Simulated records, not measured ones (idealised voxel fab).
process module | voxel wiring stack
cross-section cut | 210 nm wide | cells 5 nm
A cross-section is a grid of square cells, given in bands from the top down. A band is one or more rows of cells.
Each band's line starts with the height of the band's top and of its bottom, in nm. Then come its materials from left to right, each with its width in nm. One material with "throughout" fills the band from edge to edge. "air" is empty space.
Height 0 is the level under which the wafer as received is all one material. The lowest band goes on downwards, as in "0 down".
A width such as "30 to 40" changes by the same amount from each row of cells to the next, from the band's top row to its bottom row.
"no change" after a step means that no cell of the cross-section changed.
closed voids: empty space of 8 cells or more with no open way to the top, each as width x height at its distance from the left edge, in nm
after a step's settings: what the simulator itself notes on the step
overlay nm, on a step with a mask: how far to the right of its planned place the mask lay; to the left if negative
plan
1 op RECEIVE | material Si
2 op CONFORMAL_DEP | material SiO2 | thk nm 15
3 op DIRECTIONAL_DEP | material TiN | thk nm 5
4 op DIRECTIONAL_DEP | material Ru | thk nm 25
5 op DIRECTIONAL_DEP | material aC | thk nm 15
6 op PATTERN | tone cover | mask id METAL_1 | material resist | width nm 30 | pitch nm 55 | thk nm 35 | overlay nm 0
7 op DIRECTIONAL_ETCH | etch materials aC | depth nm 15
8 op STRIP | etch materials resist
9 op DIRECTIONAL_ETCH | etch materials Ru | depth nm 25
10 op DIRECTIONAL_ETCH | etch materials TiN | depth nm 5
11 op STRIP | etch materials aC
12 op CONFORMAL_DEP | material SiN | thk nm 5
13 op FILL_DEP | material SiO2 | thk nm 5
14 op CMP | height nm 45
15 op CONFORMAL_DEP | material SiCN | thk nm 5
16 op DIRECTIONAL_DEP | material SiO2 | thk nm 35
17 op MASKED_ETCH | tone open | mask id METAL_2_HOLES | width nm 15 | pitch nm 55 | etch materials SiO2 | depth nm 35 | overlay nm 0
18 op MASKED_ETCH | tone open | mask id METAL_2 | width nm 30 | pitch nm 55 | etch materials SiO2 | depth nm 20 | overlay nm 0
19 op MASKED_ETCH | tone open | mask id METAL_2 | width nm 30 | pitch nm 55 | etch materials SiCN | depth nm 5 | overlay nm 0
20 op CONFORMAL_DEP | material TiN | thk nm 5
21 op FILL_DEP | material Ru | thk nm 5
22 op CMP | height nm 85
23 op CONFORMAL_DEP | material SiCN | thk nm 5
24 op DIRECTIONAL_DEP | material lowk | thk nm 15
25 op PATTERN | tone open | mask id PLUG_2 | material resist | width nm 15 | thk nm 20 | overlay nm 0
26 op DIRECTIONAL_ETCH | etch materials lowk | depth nm 15
27 op DIRECTIONAL_ETCH | etch materials SiCN | depth nm 5
28 op STRIP | etch materials resist
29 op EPI | material Ru | thk nm 10
30 op EPI | material Ru | thk nm 10
31 op DIRECTIONAL_DEP | material TiN | thk nm 5
32 op DIRECTIONAL_DEP | material Ru | thk nm 15
33 op MASKED_ETCH | tone cover | mask id METAL_3 | width nm 30 | pitch nm 55 | etch materials Ru | depth nm 15 | overlay nm 0
34 op MASKED_ETCH | tone cover | mask id METAL_3 | width nm 30 | pitch nm 55 | etch materials TiN | depth nm 5 | overlay nm 0
35 op CONFORMAL_DEP | material SiN | thk nm 5
36 op FILL_DEP | material SiO2 | thk nm 10
37 op CMP | height nm 125
38 op CONFORMAL_DEP | material SiN | thk nm 5
as received, after step 1
  0 down: Si throughout
  closed voids: none
first wafer at the end, as planned
  130 to 125: SiN throughout
  125 to 110: SiO2 55 | SiN 5 | Ru 30 | SiN 5 | SiO2 15 | SiN 5 | Ru 30 | SiN 5 | SiO2 60
  110 to 105: SiN 60 | TiN 30 | SiN 25 | TiN 30 | SiN 65
  105 to 90: lowk 60 | Ru 15 | lowk 135
  90 to 85: SiCN 60 | Ru 15 | SiCN 135
  85 to 70: SiO2 60 | TiN 5 | Ru 20 | TiN 5 | SiO2 25 | TiN 5 | Ru 20 | TiN 5 | SiO2 65
  70 to 65: SiO2 60 | TiN 5 | Ru 5 | TiN 20 | SiO2 25 | TiN 5 | Ru 5 | TiN 20 | SiO2 65
  65 to 50: SiO2 60 | TiN 5 | Ru 5 | TiN 5 | SiO2 40 | TiN 5 | Ru 5 | TiN 5 | SiO2 80
  50 to 45: SiCN 60 | TiN 15 | SiCN 40 | TiN 15 | SiCN 80
  45 to 20: SiO2 55 | SiN 5 | Ru 30 | SiN 5 | SiO2 15 | SiN 5 | Ru 30 | SiN 5 | SiO2 60
  20 to 15: SiN 60 | TiN 30 | SiN 25 | TiN 30 | SiN 65
  15 to 0: SiO2 throughout
  0 down: Si throughout
  closed voids: none
second wafer at the end: like start, like plan, one mistake
  130 to 125: SiN throughout
  125 to 120: SiO2 55 | SiN 40 | SiO2 15 | SiN 40 | SiO2 60
  120 to 110: SiO2 55 | SiN 5 | Ru 30 | SiN 5 | SiO2 15 | SiN 5 | Ru 30 | SiN 5 | SiO2 60
  110 to 105: SiN 60 | Ru 30 | SiN 25 | Ru 30 | SiN 65
  105 to 90: lowk 60 | Ru 15 | lowk 135
  90 to 85: SiCN 60 | Ru 15 | SiCN 135
  85 to 70: SiO2 60 | TiN 5 | Ru 20 | TiN 5 | SiO2 25 | TiN 5 | Ru 20 | TiN 5 | SiO2 65
  70 to 65: SiO2 60 | TiN 5 | Ru 5 | TiN 20 | SiO2 25 | TiN 5 | Ru 5 | TiN 20 | SiO2 65
  65 to 50: SiO2 60 | TiN 5 | Ru 5 | TiN 5 | SiO2 40 | TiN 5 | Ru 5 | TiN 5 | SiO2 80
  50 to 45: SiCN 60 | TiN 15 | SiCN 40 | TiN 15 | SiCN 80
  45 to 20: SiO2 55 | SiN 5 | Ru 30 | SiN 5 | SiO2 15 | SiN 5 | Ru 30 | SiN 5 | SiO2 60
  20 to 15: SiN 60 | TiN 30 | SiN 25 | TiN 30 | SiN 65
  15 to 0: SiO2 throughout
  0 down: Si throughout
  closed voids: none
what went wrong: step 31 was left out
at the end the second wafer has, in cells: 12 more of SiN | 12 fewer of TiN
